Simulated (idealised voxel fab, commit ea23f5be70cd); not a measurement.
Module name: voxel trench capacitor (process module)
Pictured: cross-section cut, 260 nm wide, on a grid of 5 nm square cells.
For the purposes of this document, a cross-section shall be understood as a grid of square cells, specified as bands listed in top-to-bottom order, each band consisting of one or more rows of cells.
Band entry format. Leading values: height of top, height of bottom, nm. Remainder: materials in left-to-right order, each with its width in nm. Special words: "throughout" on a single material, which then fills the band edge to edge; "blank", empty space.
Height reference: 0 = level under which incoming wafer is all one material. Lowest band: no bottom, runs on downward, e.g. "top 0, no bottom".
Per-row width for "30 to 40": begins at first number (top row of band), ends at second number (bottom row), increment between rows held constant.
A step reported as "left unchanged" is a step in which no cell of the cross-section changed.
Basically, "Enclosed void catalog" tells you about the enclosed voids: empty spaces with no open way to the top, 8 cells or bigger, each written width x height at distance, where distance is from the left edge, all in nm.
That trailing text on a step's line, after the settings, is the simulator's own remark on the step.
overlay nm, on a step with a mask: how far to the right of its planned place the mask lay; to the left if negative
-- Planned process steps
1) RECEIVE [material Si]
2) CONFORMAL_DEP [material SiN] [thk nm 5]
3) MASKED_ETCH [tone open] [mask id TRENCH] [width nm 15] [pitch nm 40] [etch materials SiN] [depth nm 5] [overlay nm 0]
4) MASKED_ETCH [tone open] [mask id TRENCH] [width nm 15] [pitch nm 40] [etch materials Si] [depth nm 40] [overlay nm 0]
5) CONFORMAL_DEP [material Al2O3] [thk nm 5]
6) FILL_DEP [material polySi] [thk nm 5]
7) CMP [height nm 5]
-- Shown in cross-section is the wafer as received, that is, as it stands after step 1
    top 0, no bottom: Si throughout
    Enclosed void catalog: none
-- The cross-section shown corresponds to the wafer at the conclusion of the module. The initial structure and the process plan are those presented above; however, one mistake occurred in executing the plan
    top 5, bottom 0: SiN 100 | Al2O3 5 | polySi 5 | Al2O3 5 | SiN 25 | Al2O3 5 | polySi 5 | Al2O3 5 | SiN 105
    top 0, bottom -30: Si 100 | Al2O3 5 | polySi 5 | Al2O3 5 | Si 25 | Al2O3 5 | polySi 5 | Al2O3 5 | Si 105
    top -30, bottom -35: Si 100 | Al2O3 15 | Si 25 | Al2O3 15 | Si 105
    top -35, no bottom: Si throughout
    Enclosed void catalog: none
Against the plan, the run slipped here: step 4 did not use the planned setting and instead ran as MASKED_ETCH [tone open] [mask id TRENCH] [width nm 15] [pitch nm 40] [etch materials Si] [depth nm 35] [overlay nm 0]
